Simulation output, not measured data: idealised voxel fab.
The process module that follows is named voxel capacitor over wiring.
Cross-section cut spans 150 nm and uses square cells 5 nm in size.
Cross-sections here: square-cell grids, written as top-down lists of bands, a band being one or more rows of cells.
It is stipulated that each band's entry specify, in nanometres, the height of the top of the band and then that of its bottom, followed by the materials of the band in left-to-right sequence, each together with its width in nanometres. A single material marked by the word "full width" is understood to fill the band from edge to edge; the word "blank" is understood to denote empty space.
Zero point of the height axis is 0; under it, received wafer = one material. Lowest band: continues down indefinitely, "z 0 and below".
So if you see something like "30 to 40" for the width, read it as the top row of the band sitting at the first number and the bottom row at the second, with every row in between moving by the same amount as the last.
The designation "nothing got changed", where it is given for a processing step, indicates that no cell of the cross-section was altered in the course of that step.
The entry titled "Enclosed cavity list" provides the empty spaces that have no open way to the top, restricted to those of 8 cells or more. Each is presented as width x height at distance, the distance being measured from the left edge, with all three in nm.
Past the settings on a step's line: simulator remark, on that step.
When a step includes a mask, the "overlay nm" setting on its line states how far to the right of its planned place that mask lay, and negative values state how far to the left.
Steps planned for the process:
1,RECEIVE,material Si
2,CONFORMAL_DEP,material SiO2,thk nm 15
3,CONFORMAL_DEP,material SiCN,thk nm 5
4,DIRECTIONAL_DEP,material lowk,thk nm 20
5,DIRECTIONAL_DEP,material aC,thk nm 15
6,PATTERN,tone open,mask id METAL_1,material resist,width nm 20,pitch nm 90,thk nm 35,overlay nm 0
7,DIRECTIONAL_ETCH,etch materials aC,depth nm 15
8,STRIP,etch materials resist
9,DIRECTIONAL_ETCH,etch materials lowk,depth nm 20
10,DIRECTIONAL_ETCH,etch materials SiCN,depth nm 5
11,STRIP,etch materials aC
12,CONFORMAL_DEP,material TiN,thk nm 5
13,FILL_DEP,material Cu,thk nm 10
14,CMP,height nm 40
15,CONFORMAL_DEP,material SiCN,thk nm 5
16,DIRECTIONAL_DEP,material SiO2,thk nm 10
17,DIRECTIONAL_DEP,material aC,thk nm 10
18,PATTERN,tone open,mask id PLUG_1,material resist,width nm 15,thk nm 25,overlay nm 0
19,DIRECTIONAL_ETCH,etch materials aC,depth nm 10
20,STRIP,etch materials resist
21,DIRECTIONAL_ETCH,etch materials SiO2,depth nm 10
22,DIRECTIONAL_ETCH,etch materials SiCN,depth nm 5
23,STRIP,etch materials aC
24,EPI,material Ru,thk nm 10
25,EPI,material Ru,thk nm 5
26,DIRECTIONAL_DEP,material TiN,thk nm 10
27,DIRECTIONAL_DEP,material SiN,thk nm 5
28,DIRECTIONAL_DEP,material TiN,thk nm 10
29,MASKED_ETCH,tone cover,mask id UPPER_PLATE,width nm 75,etch materials TiN,depth nm 10,overlay nm 0
30,MASKED_ETCH,tone cover,mask id UPPER_PLATE,width nm 75,etch materials SiN,depth nm 5,overlay nm 0
31,MASKED_ETCH,tone cover,mask id LOWER_PLATE,width nm 85,etch materials TiN,depth nm 10,overlay nm 0
32,FILL_DEP,material SiO2,thk nm 15
33,CMP,height nm 90
34,MASKED_ETCH,tone open,mask id PLUG_2,width nm 15,etch materials SiO2,depth nm 10,overlay nm 0
35,CONFORMAL_DEP,material TiN,thk nm 5
36,FILL_DEP,material Cu,thk nm 10
37,CMP,height nm 90
38,CONFORMAL_DEP,material SiCN,thk nm 5
The cross-section here shows the wafer as received, i.e. in its state after step 1:
z 0 and below: Si full width
Enclosed cavity list: none
Cross-section: first of two wafers, module finished, run according to plan:
z 95 to 90: SiCN full width
z 90 to 85: SiO2=35; TiN=5; Cu=5; TiN=5; SiO2=100
z 85 to 80: SiO2=35; TiN=15; SiO2=100
z 80 to 70: SiO2=25; TiN=75; SiO2=50
z 70 to 65: SiO2=25; SiN=75; SiO2=50
z 65 to 55: SiO2=20; TiN=85; SiO2=45
z 55 to 45: SiO2=25; Ru=15; SiO2=110
z 45 to 40: SiCN=25; Ru=15; SiCN=110
z 40 to 20: lowk=20; TiN=5; Cu=10; TiN=5; lowk=70; TiN=5; Cu=10; TiN=5; lowk=20
z 20 to 15: SiCN=20; TiN=20; SiCN=70; TiN=20; SiCN=20
z 15 to 0: SiO2 full width
z 0 and below: Si full width
Enclosed cavity list: none
This is the second of the two wafers, cross-sectioned at the end of the module; it started exactly like the first and was given the same plan, but it was run with one mistake:
z 110 to 105: SiCN full width
z 105 to 95: Cu full width
z 95 to 90: TiN=40; Cu=5; TiN=105
z 90 to 85: SiO2=35; TiN=5; Cu=5; TiN=5; SiO2=100
z 85 to 80: SiO2=35; TiN=15; SiO2=100
z 80 to 70: SiO2=25; TiN=75; SiO2=50
z 70 to 65: SiO2=25; SiN=75; SiO2=50
z 65 to 55: SiO2=20; TiN=85; SiO2=45
z 55 to 45: SiO2=25; Ru=15; SiO2=110
z 45 to 40: SiCN=25; Ru=15; SiCN=110
z 40 to 20: lowk=20; TiN=5; Cu=10; TiN=5; lowk=70; TiN=5; Cu=10; TiN=5; lowk=20
z 20 to 15: SiCN=20; TiN=20; SiCN=70; TiN=20; SiCN=20
z 15 to 0: SiO2 full width
z 0 and below: Si full width
Enclosed cavity list: none
Misprocessing identified: step 37 of the plan was jumped over and never run
Per the end-of-run cell counts, the second wafer holds more or fewer of some materials than the first: Cu: 61 more, TiN: 29 more
